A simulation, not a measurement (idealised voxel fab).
process module | voxel fin reveal
cross-section cut | 180 nm wide | cells 5 nm
A cross-section is a grid of square cells, given in bands from the top down. A band is one or more rows of cells.
Each band's line starts with the height of the band's top and of its bottom, in nm. Then come its materials from left to right, each with its width in nm. One material with "throughout" fills the band from edge to edge. "air" is empty space.
Height 0 is the level under which the wafer as received is all one material. The lowest band goes on downwards, as in "0 down".
A width such as "30 to 40" changes by the same amount from each row of cells to the next, from the band's top row to its bottom row.
"no change" after a step means that no cell of the cross-section changed.
closed voids: empty space of 8 cells or more with no open way to the top, each as width x height at its distance from the left edge, in nm
after a step's settings: what the simulator itself notes on the step
overlay nm, on a step with a mask: how far to the right of its planned place the mask lay; to the left if negative
plan
1 op RECEIVE | material Si
2 op CONFORMAL_DEP | material SiN | thk nm 10
3 op PATTERN | tone cover | mask id FINS | material resist | width nm 15 | pitch nm 45 | thk nm 15 | overlay nm 0
4 op DIRECTIONAL_ETCH | etch materials SiN | depth nm 10
5 op DIRECTIONAL_ETCH | etch materials Si | depth nm 40
6 op STRIP | etch materials resist
7 op OXIDIZE | depth nm 5
8 op FILL_DEP | material SiO2 | thk nm 10
9 op CMP | height nm 10
10 op SELECTIVE_ETCH | etch materials SiO2 | depth nm 30
11 op STRIP | etch materials SiN
12 op CONFORMAL_DEP | material HfO2 | thk nm 5
as received, after step 1
  0 down: Si throughout
  closed voids: none
a wafer at the end: this start, this plan, one mistake
  0 to -20: air 65 | Si 5 | air 40 | Si 5 | air 65
  -20 to -45: SiO2 65 | Si 5 | SiO2 40 | Si 5 | SiO2 65
  -45 down: Si throughout
  closed voids: none
what went wrong: step 12 was left out
